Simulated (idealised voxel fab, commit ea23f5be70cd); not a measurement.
You're looking at the process module voxel air gaps.
Shown is cross-section cut, with a width of 265 nm and square cells of size 5 nm.
Format of a cross-section: grid, square cells. Given as bands. Order: top down. Band: one or more rows of cells. The entry gives the band's vertical extent as a top height and a bottom height in nm, then its horizontal make-up as materials from left to right, each with a width in nm. "empty" stands for empty space; a single material marked "throughout" fills the band edge to edge. All heights in this document are referenced to 0, defined as the level beneath which the wafer, as received, consists entirely of one material. The lowest band is not bounded below; it extends indefinitely downward and is written in the form "top 0, no bottom". Note: "30->40" means the width goes from the first number (top row of the band) to the second number (bottom row) in equal steps per row of cells. "remains unaltered" (step): cross-section cells unchanged, all of them. "Cavities, closed" means: voids of 8 cells or more that are shut off from the top with no open way through. Written width x height at distance, distance from the left edge, in nm. Post-settings text on a step line: simulator's own remark regarding the step. The optional step-line setting "overlay nm" applies to steps with a mask and quantifies how far to the right of its planned location the mask lay, a negative value indicating leftward placement.

Set out below are the planned steps of the process
step 1: RECEIVE, material Si
step 2: CONFORMAL_DEP, material SiO2, thk nm 10
step 3: CONFORMAL_DEP, material SiCN, thk nm 5
step 4: DIRECTIONAL_DEP, material lowk, thk nm 40
step 5: MASKED_ETCH, tone open, mask id LINES, width nm 20, pitch nm 45, etch materials lowk, depth nm 40, overlay nm 0
step 6: CONFORMAL_DEP, material TiN, thk nm 5
step 7: FILL_DEP, material W, thk nm 5
step 8: CMP, height nm 55
step 9: EPI, material Ru, thk nm 10
step 10: SELECTIVE_ETCH, etch materials lowk, depth nm 50
step 11: CONFORMAL_DEP, material SiCN, thk nm 5

First wafer out of two, processed as planned

Shown in cross-section is the wafer as received, that is, as it stands after step 1
  top 0, no bottom  Si throughout
  Cavities, closed: none

Wafer xsec, post step 2
  top 10, bottom 0  SiO2 throughout
  Nothing below the height 0 has changed.

Wafer xsec, post step 3
  top 15, bottom 10  SiCN throughout
  Nothing below the height 10 has changed.

Wafer xsec, post step 4
  top 55, bottom 15  lowk throughout
  Nothing below the height 15 has changed.

Wafer xsec, post step 5
  top 55, bottom 15  lowk 75 nm  empty 20 nm  lowk 25 nm  empty 20 nm  lowk 25 nm  empty 20 nm  lowk 80 nm
  Nothing below the height 15 has changed.

Wafer xsec, post step 6
  top 60, bottom 55  TiN 80 nm  empty 10 nm  TiN 35 nm  empty 10 nm  TiN 35 nm  empty 10 nm  TiN 85 nm
  top 55, bottom 20  lowk 75 nm  TiN 5 nm  empty 10 nm  TiN 5 nm  lowk 25 nm  TiN 5 nm  empty 10 nm  TiN 5 nm  lowk 25 nm  TiN 5 nm  empty 10 nm  TiN 5 nm  lowk 80 nm
  top 20, bottom 15  lowk 75 nm  TiN 20 nm  lowk 25 nm  TiN 20 nm  lowk 25 nm  TiN 20 nm  lowk 80 nm
  Nothing below the height 15 has changed.

Wafer xsec, post step 7
  top 65, bottom 60  W throughout
  top 60, bottom 55  TiN 80 nm  W 10 nm  TiN 35 nm  W 10 nm  TiN 35 nm  W 10 nm  TiN 85 nm
  top 55, bottom 20  lowk 75 nm  TiN 5 nm  W 10 nm  TiN 5 nm  lowk 25 nm  TiN 5 nm  W 10 nm  TiN 5 nm  lowk 25 nm  TiN 5 nm  W 10 nm  TiN 5 nm  lowk 80 nm
  Nothing below the height 20 has changed.

Wafer xsec, post step 8
  top 55, bottom 20  lowk 75 nm  TiN 5 nm  W 10 nm  TiN 5 nm  lowk 25 nm  TiN 5 nm  W 10 nm  TiN 5 nm  lowk 25 nm  TiN 5 nm  W 10 nm  TiN 5 nm  lowk 80 nm
  Nothing below the height 20 has changed.

Wafer xsec, post step 9
  top 65, bottom 55  empty 65 nm  Ru 40 nm  empty 5 nm  Ru 40 nm  empty 5 nm  Ru 40 nm  empty 70 nm
  Nothing below the height 55 has changed.

Wafer xsec, post step 10
  top 65, bottom 55  empty 65 nm  Ru 40 nm  empty 5 nm  Ru 40 nm  empty 5 nm  Ru 40 nm  empty 70 nm
  top 55, bottom 20  empty 75 nm  TiN 5 nm  W 10 nm  TiN 5 nm  empty 25 nm  TiN 5 nm  W 10 nm  TiN 5 nm  empty 25 nm  TiN 5 nm  W 10 nm  TiN 5 nm  empty 80 nm
  top 20, bottom 15  empty 75 nm  TiN 20 nm  empty 25 nm  TiN 20 nm  empty 25 nm  TiN 20 nm  empty 80 nm
  Nothing below the height 15 has changed.

Wafer xsec, post step 11
  top 70, bottom 65  empty 60 nm  SiCN 140 nm  empty 65 nm
  top 65, bottom 55  empty 60 nm  SiCN 5 nm  Ru 40 nm  SiCN 5 nm  Ru 40 nm  SiCN 5 nm  Ru 40 nm  SiCN 5 nm  empty 65 nm
  top 55, bottom 50  empty 60 nm  SiCN 15 nm  TiN 5 nm  W 10 nm  TiN 5 nm  SiCN 25 nm  TiN 5 nm  W 10 nm  TiN 5 nm  SiCN 25 nm  TiN 5 nm  W 10 nm  TiN 5 nm  SiCN 15 nm  empty 65 nm
  top 50, bottom 20  empty 70 nm  SiCN 5 nm  TiN 5 nm  W 10 nm  TiN 5 nm  SiCN 5 nm  empty 15 nm  SiCN 5 nm  TiN 5 nm  W 10 nm  TiN 5 nm  SiCN 5 nm  empty 15 nm  SiCN 5 nm  TiN 5 nm  W 10 nm  TiN 5 nm  SiCN 5 nm  empty 75 nm
  top 20, bottom 15  SiCN 75 nm  TiN 20 nm  SiCN 25 nm  TiN 20 nm  SiCN 25 nm  TiN 20 nm  SiCN 80 nm
  Nothing below the height 15 has changed.
  Cavities, closed: 15 x 30 at 100; 15 x 30 at 145

What follows concerns the second wafer, which started out like the first and was meant to follow the very same plan; one mistake crept in when it was run, but everything up to and including step 8 is the same as for the first wafer

Second wafer shown in cross-section at the time step 9 was slated to end
  top 75, bottom 55  empty 55 nm  Ru 150 nm  empty 60 nm
  Nothing below the height 55 has changed.

Second wafer shown in cross-section at the time step 10 was slated to end
  top 75, bottom 55  empty 55 nm  Ru 150 nm  empty 60 nm
  top 55, bottom 20  empty 75 nm  TiN 5 nm  W 10 nm  TiN 5 nm  lowk 25 nm  TiN 5 nm  W 10 nm  TiN 5 nm  lowk 25 nm  TiN 5 nm  W 10 nm  TiN 5 nm  empty 80 nm
  top 20, bottom 15  empty 75 nm  TiN 20 nm  lowk 25 nm  TiN 20 nm  lowk 25 nm  TiN 20 nm  empty 80 nm
  Nothing below the height 15 has changed.

Second wafer shown in cross-section at the time step 11 was slated to end
  top 80, bottom 75  empty 50 nm  SiCN 160 nm  empty 55 nm
  top 75, bottom 55  empty 50 nm  SiCN 5 nm  Ru 150 nm  SiCN 5 nm  empty 55 nm
  top 55, bottom 50  empty 50 nm  SiCN 25 nm  TiN 5 nm  W 10 nm  TiN 5 nm  lowk 25 nm  TiN 5 nm  W 10 nm  TiN 5 nm  lowk 25 nm  TiN 5 nm  W 10 nm  TiN 5 nm  SiCN 25 nm  empty 55 nm
  top 50, bottom 20  empty 70 nm  SiCN 5 nm  TiN 5 nm  W 10 nm  TiN 5 nm  lowk 25 nm  TiN 5 nm  W 10 nm  TiN 5 nm  lowk 25 nm  TiN 5 nm  W 10 nm  TiN 5 nm  SiCN 5 nm  empty 75 nm
  top 20, bottom 15  SiCN 75 nm  TiN 20 nm  lowk 25 nm  TiN 20 nm  lowk 25 nm  TiN 20 nm  SiCN 80 nm
  Nothing below the height 15 has changed.
The mistake made against the process plan was this: step 9, plan: ran twice
In the final state, the cell counts of the second wafer exceed or fall short of those of the first for the following materials: Ru +72; SiCN -36; lowk +80
The final tally of closed voids stands at 2 on the first wafer and 0 on the second.
